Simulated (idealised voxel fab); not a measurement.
Process module name: voxel released beams
Xsec cut, 230 nm wide, square cell size 5 nm.
Cross-section = grid of square cells, listed top down in bands; band = one or more rows.
Basically the band line says how high the top is and how high the bottom is, in nm, and then what's in it from left to right, every material with its width in nm. Empty space shows up as "air", and if a single material carries "throughout" it runs the full band edge to edge.
Height 0 is the level under which the wafer as received is all one material. The lowest band goes on downwards, as in "0 and below".
With a width like "30 to 40", each row of cells in the band differs from the next by the same amount, the top row carrying the first number and the bottom row the second.
"remained the same" after a step means that no cell of the cross-section changed.
The entry "Completely sealed voids" lists the empty spaces that cover at least 8 cells and have no open path to the top. Each is written as width x height at distance, where the distance is measured from the left edge and all three values are in nm.
Note: text after step settings on the step line = simulator remark on that step.
"overlay nm" answers the question of how far to the right of plan the mask lay on a step that has a mask, and when it is negative the answer is to the left.
Listed below are the process steps as planned
| 1 | RECEIVE (material Si) |
| 2 | CONFORMAL_DEP (material SiN; thk nm 10) |
| 3 | DIRECTIONAL_DEP (material SiO2; thk nm 20) |
| 4 | PATTERN (tone open; mask id ANCHOR; material resist; width nm 25; thk nm 15; overlay nm -15) |
| 5 | DIRECTIONAL_ETCH (etch materials SiO2; depth nm 20) |
| 6 | STRIP (etch materials resist) |
| 7 | CONFORMAL_DEP (material polySi; thk nm 10) |
| 8 | PATTERN (tone cover; mask id BEAM; material resist; width nm 90; thk nm 20; overlay nm 0) |
| 9 | DIRECTIONAL_ETCH (etch materials polySi; depth nm 10) |
| 10 | STRIP (etch materials resist) |
| 11 | STRIP (etch materials SiO2) |
The plan shows the overlay nm of step 4 as the first wafer had it; this setting differs between the wafers, which start out alike.
Step 1 complete: as-received cross-section of the first of several wafers
    0 and below | Si throughout
    Completely sealed voids: none
wafer rows; end of module; cells per material since receipt: (+) gained, (-) lost; then closed voids
overlay nm -15 | +92 SiN | +52 polySi | Completely sealed voids: none
overlay nm -10 | +92 SiN | +52 polySi | Completely sealed voids: none
overlay nm -5 | +92 SiN | +52 polySi | Completely sealed voids: none
overlay nm 0 | +92 SiN | +52 polySi | Completely sealed voids: none
overlay nm 5 | +92 SiN | +52 polySi | Completely sealed voids: none
overlay nm 10 | +92 SiN | +52 polySi | Completely sealed voids: none
overlay nm 15 | +92 SiN | +52 polySi | Completely sealed voids: none
